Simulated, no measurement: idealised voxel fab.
Title: Process Module voxel wiring stack
Pictured: cross-section cut, 290 nm wide, on a grid of 5 nm square cells.
Square cells in a grid make up a cross-section in this document, and the grid is given as bands, listed from the top down, each one or more rows of cells.
Top, bottom (nm), then materials left to right with widths (nm); lone material tagged "everywhere" fills the whole band edge to edge; "empty" = empty space.
Convention: height 0 is the level below which the wafer, as received, is all one material. The lowest band does not terminate at the bottom but continues downward, represented as "0 and below".
A width such as "30 to 40" changes by the same amount from each row of cells to the next, from the band's top row to its bottom row.
No cell of the cross-section changed in a step that is given as "nothing changed".
Entry "Closed void register" = empty spaces >= 8 cells with no open way to the top; each as width x height at distance, distance from left edge, all nm.
The remark found on a step's line after its settings is issued by the simulator itself and pertains to that step.
Among the settings permitted on a step's line is "overlay nm"; applied to a step with a mask, it specifies the extent to which the mask lay to the right of its planned position, whereas a negative figure signifies a position to the left.

Process steps - plan
1. RECEIVE [material Si]
2. CONFORMAL_DEP [material SiO2] [thk nm 10]
3. CONFORMAL_DEP [material SiCN] [thk nm 5]
4. DIRECTIONAL_DEP [material SiO2] [thk nm 25]
5. MASKED_ETCH [tone open] [mask id METAL_1] [width nm 20] [pitch nm 45] [etch materials SiO2] [depth nm 25] [overlay nm 0]
6. MASKED_ETCH [tone open] [mask id METAL_1] [width nm 20] [pitch nm 45] [etch materials SiCN] [depth nm 5] [overlay nm 0]
7. CONFORMAL_DEP [material TiN] [thk nm 5]
8. FILL_DEP [material Cu] [thk nm 5]
9. CMP [height nm 40]
10. CONFORMAL_DEP [material SiCN] [thk nm 5]
11. DIRECTIONAL_DEP [material SiO2] [thk nm 30]
12. MASKED_ETCH [tone open] [mask id METAL_2] [width nm 20] [pitch nm 45] [etch materials SiO2] [depth nm 15] [overlay nm 0]
13. PATTERN [tone open] [mask id METAL_2_HOLES] [material resist] [width nm 15] [thk nm 15] [overlay nm 0]
14. DIRECTIONAL_ETCH [etch materials SiO2] [depth nm 15]
15. DIRECTIONAL_ETCH [etch materials SiCN] [depth nm 5]
16. STRIP [etch materials resist]
17. CONFORMAL_DEP [material TiN] [thk nm 5]
18. FILL_DEP [material Cu] [thk nm 5]
19. CMP [height nm 75]
20. CONFORMAL_DEP [material SiCN] [thk nm 5]
21. DIRECTIONAL_DEP [material lowk] [thk nm 30]
22. PATTERN [tone open] [mask id METAL_3_HOLES] [material resist] [width nm 15] [pitch nm 45] [thk nm 20] [overlay nm 0]
23. DIRECTIONAL_ETCH [etch materials lowk] [depth nm 30]
24. STRIP [etch materials resist]
25. MASKED_ETCH [tone open] [mask id METAL_3] [width nm 20] [pitch nm 45] [etch materials lowk] [depth nm 15] [overlay nm 0]
26. MASKED_ETCH [tone open] [mask id METAL_3] [width nm 20] [pitch nm 45] [etch materials SiCN] [depth nm 5] [overlay nm 0]
27. CONFORMAL_DEP [material TiN] [thk nm 5]
28. FILL_DEP [material Ru] [thk nm 5]
29. CMP [height nm 110]
30. CONFORMAL_DEP [material SiCN] [thk nm 5]
31. DIRECTIONAL_DEP [material lowk] [thk nm 35]
32. DIRECTIONAL_DEP [material aC] [thk nm 10]
33. PATTERN [tone open] [mask id METAL_4_HOLES] [material resist] [width nm 15] [thk nm 25] [overlay nm 0]
34. DIRECTIONAL_ETCH [etch materials aC] [depth nm 10]
35. STRIP [etch materials resist]
36. DIRECTIONAL_ETCH [etch materials lowk] [depth nm 35]
37. STRIP [etch materials aC]
38. PATTERN [tone open] [mask id METAL_4] [material resist] [width nm 20] [pitch nm 45] [thk nm 15] [overlay nm 0]
39. DIRECTIONAL_ETCH [etch materials lowk] [depth nm 20]
40. DIRECTIONAL_ETCH [etch materials SiCN] [depth nm 5]
41. STRIP [etch materials resist]
42. CONFORMAL_DEP [material TiN] [thk nm 5]
43. FILL_DEP [material Cu] [thk nm 10]
44. CMP [height nm 150]
45. CONFORMAL_DEP [material SiN] [thk nm 5]

This is the cross-section of the wafer as we received it, i.e. after step 1
  0 and below = Si everywhere
  Closed void register: none

Here's the cross-section of the first of our two wafers at the end of the module - it ran as planned
  155 down to 150 = SiN everywhere
  150 down to 135 = lowk (110); TiN (5); Cu (10); TiN (5); lowk (25); TiN (5); Cu (10); TiN (5); lowk (115)
  135 down to 130 = lowk (110); TiN (5); Cu (5); TiN (10); lowk (25); TiN (20); lowk (115)
  130 down to 115 = lowk (110); TiN (5); Cu (5); TiN (5); lowk (165)
  115 down to 110 = SiCN (110); TiN (15); SiCN (165)
  110 down to 100 = lowk (110); TiN (5); Ru (10); TiN (5); lowk (25); TiN (5); Ru (10); TiN (5); lowk (115)
  100 down to 95 = lowk (110); TiN (5); Ru (5); TiN (10); lowk (25); TiN (5); Ru (5); TiN (10); lowk (115)
  95 down to 80 = lowk (110); TiN (5); Ru (5); TiN (5); lowk (30); TiN (5); Ru (5); TiN (5); lowk (120)
  80 down to 75 = SiCN (110); TiN (15); SiCN (30); TiN (15); SiCN (120)
  75 down to 65 = SiO2 (110); TiN (5); Cu (10); TiN (5); SiO2 (25); TiN (5); Cu (10); TiN (5); SiO2 (115)
  65 down to 60 = SiO2 (110); TiN (5); Cu (5); TiN (10); SiO2 (25); TiN (20); SiO2 (115)
  60 down to 45 = SiO2 (110); TiN (5); Cu (5); TiN (5); SiO2 (165)
  45 down to 40 = SiCN (110); TiN (15); SiCN (165)
  40 down to 15 = SiO2 (110); TiN (5); Cu (10); TiN (5); SiO2 (25); TiN (5); Cu (10); TiN (5); SiO2 (115)
  15 down to 10 = SiCN (110); TiN (20); SiCN (25); TiN (20); SiCN (115)
  10 down to 0 = SiO2 everywhere
  0 and below = Si everywhere
  Closed void register: none

So this is wafer number two of the two, cut at the end of the module - it started where the first did and had the same plan, we just got one thing wrong running it
  155 down to 150 = SiN everywhere
  150 down to 135 = lowk (110); TiN (5); Cu (10); TiN (5); lowk (25); TiN (5); Cu (10); TiN (5); lowk (115)
  135 down to 130 = lowk (110); TiN (5); Cu (5); TiN (10); lowk (25); TiN (20); lowk (115)
  130 down to 115 = lowk (110); TiN (5); Cu (5); TiN (5); lowk (165)
  115 down to 110 = SiCN (110); TiN (15); SiCN (165)
  110 down to 100 = lowk (110); TiN (5); Ru (10); TiN (5); lowk (25); TiN (5); Ru (10); TiN (5); lowk (115)
  100 down to 95 = lowk (110); TiN (5); Ru (5); TiN (10); lowk (25); TiN (5); Ru (5); TiN (10); lowk (115)
  95 down to 80 = lowk (110); TiN (5); Ru (5); TiN (5); lowk (30); TiN (5); Ru (5); TiN (5); lowk (120)
  80 down to 75 = SiCN (110); TiN (15); SiCN (30); TiN (15); SiCN (120)
  75 down to 65 = SiO2 (110); TiN (5); Cu (10); TiN (5); SiO2 (25); TiN (5); Cu (10); TiN (5); SiO2 (115)
  65 down to 60 = SiO2 (110); TiN (5); Cu (5); TiN (10); SiO2 (25); TiN (20); SiO2 (115)
  60 down to 45 = SiO2 (110); TiN (5); Cu (5); TiN (5); SiO2 (165)
  45 down to 40 = SiCN (110); TiN (15); SiCN (165)
  40 down to 20 = Cu (105); TiN (5); SiO2 (20); TiN (5); Cu (15); TiN (5); SiO2 (20); TiN (5); Cu (110)
  20 down to 15 = TiN (110); SiO2 (20); TiN (25); SiO2 (20); TiN (115)
  15 down to 10 = SiCN everywhere
  10 down to 0 = SiO2 everywhere
  0 and below = Si everywhere
  Closed void register: none
Here's what went sideways: in deviation from the planned setting, step 5 was conducted as MASKED_ETCH [tone cover] [mask id METAL_1] [width nm 20] [pitch nm 45] [etch materials SiO2] [depth nm 25] [overlay nm 0]
Looking at both finished wafers in cells, the second ends up ahead of or behind the first on some materials: +164 Cu | +8 SiCN | -210 SiO2 | +38 TiN
